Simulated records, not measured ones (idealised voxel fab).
A process module follows: voxel wiring stack.
Cross-sectional view cut (width: 230 nm; square cell size: 5 nm).
In this document a cross-section is written as a grid of square cells. It is given as a series of bands, listed from the top down, and a band is one or more rows of cells.
Band entry format. Leading values: height of top, height of bottom, nm. Remainder: materials in left-to-right order, each with its width in nm. Special words: "edge to edge" on a single material, which then fills the band edge to edge; "empty", empty space.
Beneath 0, the wafer as received is one material, and that level is where height counting begins. The lowest band goes on downward without a bottom; it is written like "top 0, no bottom".
A two-number width, for instance "30->40", indicates that the width is equal to the first number in the top row of the band and to the second number in the bottom row, and that it changes by a constant amount per row of cells.
"nothing got changed" -> step changed no cross-section cell.
Any empty space of 8 cells or more lacking an open way to the top shows up in "Trapped cavities" as width x height at distance, distance from the left edge, in nm.
Text after the settings on a step's line: the simulator's own remark on that step.
What "overlay nm" on a step's line means: if the step has a mask, that mask lay this far to the right of its planned place, or, when the value is negative, to the left.

# Process steps foreseen in the plan
| 1 | RECEIVE: material Si |
| 2 | CONFORMAL_DEP: material SiO2, thk nm 10 |
| 3 | CONFORMAL_DEP: material SiCN, thk nm 5 |
| 4 | DIRECTIONAL_DEP: material SiO2, thk nm 15 |
| 5 | MASKED_ETCH: tone open, mask id METAL_1, width nm 20, pitch nm 35, etch materials SiO2, depth nm 15, overlay nm 0 |
| 6 | MASKED_ETCH: tone open, mask id METAL_1, width nm 20, pitch nm 35, etch materials SiCN, depth nm 5, overlay nm 0 |
| 7 | CONFORMAL_DEP: material TiN, thk nm 5 |
| 8 | FILL_DEP: material W, thk nm 5 |
| 9 | CMP: height nm 30 |
| 10 | EPI: material Ru, thk nm 5 |
| 11 | FILL_DEP: material SiCN, thk nm 5 |
| 12 | DIRECTIONAL_DEP: material lowk, thk nm 20 |
| 13 | MASKED_ETCH: tone open, mask id PLUG_1, width nm 15, pitch nm 35, etch materials lowk, depth nm 20, overlay nm 0 |
| 14 | MASKED_ETCH: tone open, mask id PLUG_1, width nm 15, pitch nm 35, etch materials SiCN, depth nm 5, overlay nm 0 |
| 15 | CONFORMAL_DEP: material TiN, thk nm 5 |
| 16 | FILL_DEP: material Cu, thk nm 10 |
| 17 | CMP: height nm 60 |
| 18 | DIRECTIONAL_DEP: material TiN, thk nm 5 |
| 19 | DIRECTIONAL_DEP: material W, thk nm 20 |
| 20 | PATTERN: tone cover, mask id METAL_2, material resist, width nm 20, pitch nm 35, thk nm 15, overlay nm 0 |
| 21 | DIRECTIONAL_ETCH: etch materials W, depth nm 20 |
| 22 | DIRECTIONAL_ETCH: etch materials TiN, depth nm 5 |
| 23 | STRIP: etch materials resist |
| 24 | FILL_DEP: material lowk, thk nm 10 |
| 25 | CMP: height nm 85 |
| 26 | CONFORMAL_DEP: material SiCN, thk nm 5 |
| 27 | DIRECTIONAL_DEP: material SiO2, thk nm 30 |
| 28 | DIRECTIONAL_DEP: material aC, thk nm 10 |
| 29 | PATTERN: tone open, mask id METAL_3_HOLES, material resist, width nm 15, pitch nm 70, thk nm 25, overlay nm 0 |
| 30 | DIRECTIONAL_ETCH: etch materials aC, depth nm 10 |
| 31 | STRIP: etch materials resist |
| 32 | DIRECTIONAL_ETCH: etch materials SiO2, depth nm 30 |
| 33 | STRIP: etch materials aC |
| 34 | PATTERN: tone open, mask id METAL_3, material resist, width nm 20, pitch nm 35, thk nm 20, overlay nm 0 |
| 35 | DIRECTIONAL_ETCH: etch materials SiO2, depth nm 15 |
| 36 | DIRECTIONAL_ETCH: etch materials SiCN, depth nm 5 |
| 37 | STRIP: etch materials resist |
| 38 | CONFORMAL_DEP: material TiN, thk nm 5 |
| 39 | FILL_DEP: material Cu, thk nm 5 |
| 40 | CMP: height nm 120 |
| 41 | CONFORMAL_DEP: material SiCN, thk nm 5 |

# So this is the incoming wafer in cross-section - it's already been through step 1
top 0, no bottom: Si edge to edge
Trapped cavities: none

# a wafer at the end: this start, this plan, one mistake
top 115, bottom 110: SiCN edge to edge
top 110, bottom 105: SiO2 50 nm; TiN 5 nm; Cu 5 nm; TiN 10 nm; SiO2 15 nm; TiN 20 nm; SiO2 15 nm; TiN 5 nm; Cu 5 nm; TiN 10 nm; SiO2 15 nm; TiN 20 nm; SiO2 55 nm
top 105, bottom 90: SiO2 50 nm; TiN 5 nm; Cu 5 nm; TiN 5 nm; SiO2 55 nm; TiN 5 nm; Cu 5 nm; TiN 5 nm; SiO2 95 nm
top 90, bottom 85: SiCN 50 nm; TiN 15 nm; SiCN 55 nm; TiN 15 nm; SiCN 95 nm
top 85, bottom 65: lowk 50 nm; W 20 nm; lowk 15 nm; W 20 nm; lowk 15 nm; W 20 nm; lowk 15 nm; W 20 nm; lowk 55 nm
top 65, bottom 60: lowk 50 nm; TiN 20 nm; lowk 15 nm; TiN 20 nm; lowk 15 nm; TiN 20 nm; lowk 15 nm; TiN 20 nm; lowk 55 nm
top 60, bottom 40: lowk 50 nm; TiN 5 nm; Cu 5 nm; TiN 5 nm; lowk 20 nm; TiN 5 nm; Cu 5 nm; TiN 5 nm; lowk 20 nm; TiN 5 nm; Cu 5 nm; TiN 5 nm; lowk 20 nm; TiN 5 nm; Cu 5 nm; TiN 5 nm; lowk 60 nm
top 40, bottom 35: SiCN 50 nm; TiN 15 nm; SiCN 20 nm; TiN 15 nm; SiCN 20 nm; TiN 15 nm; SiCN 20 nm; TiN 15 nm; SiCN 60 nm
top 35, bottom 30: SiCN 45 nm; Ru 30 nm; SiCN 5 nm; Ru 30 nm; SiCN 5 nm; Ru 30 nm; SiCN 5 nm; Ru 30 nm; SiCN 50 nm
top 30, bottom 15: SiO2 50 nm; TiN 5 nm; W 10 nm; TiN 5 nm; SiO2 15 nm; TiN 5 nm; W 10 nm; TiN 5 nm; SiO2 15 nm; TiN 5 nm; W 10 nm; TiN 5 nm; SiO2 15 nm; TiN 5 nm; W 10 nm; TiN 5 nm; SiO2 55 nm
top 15, bottom 10: SiCN 50 nm; TiN 20 nm; SiCN 15 nm; TiN 20 nm; SiCN 15 nm; TiN 20 nm; SiCN 15 nm; TiN 20 nm; SiCN 55 nm
top 10, bottom 0: SiO2 edge to edge
top 0, no bottom: Si edge to edge
Trapped cavities: none
Which mistake was made when the wafer was run? step 40 did not use the planned setting and instead ran as CMP: height nm 110
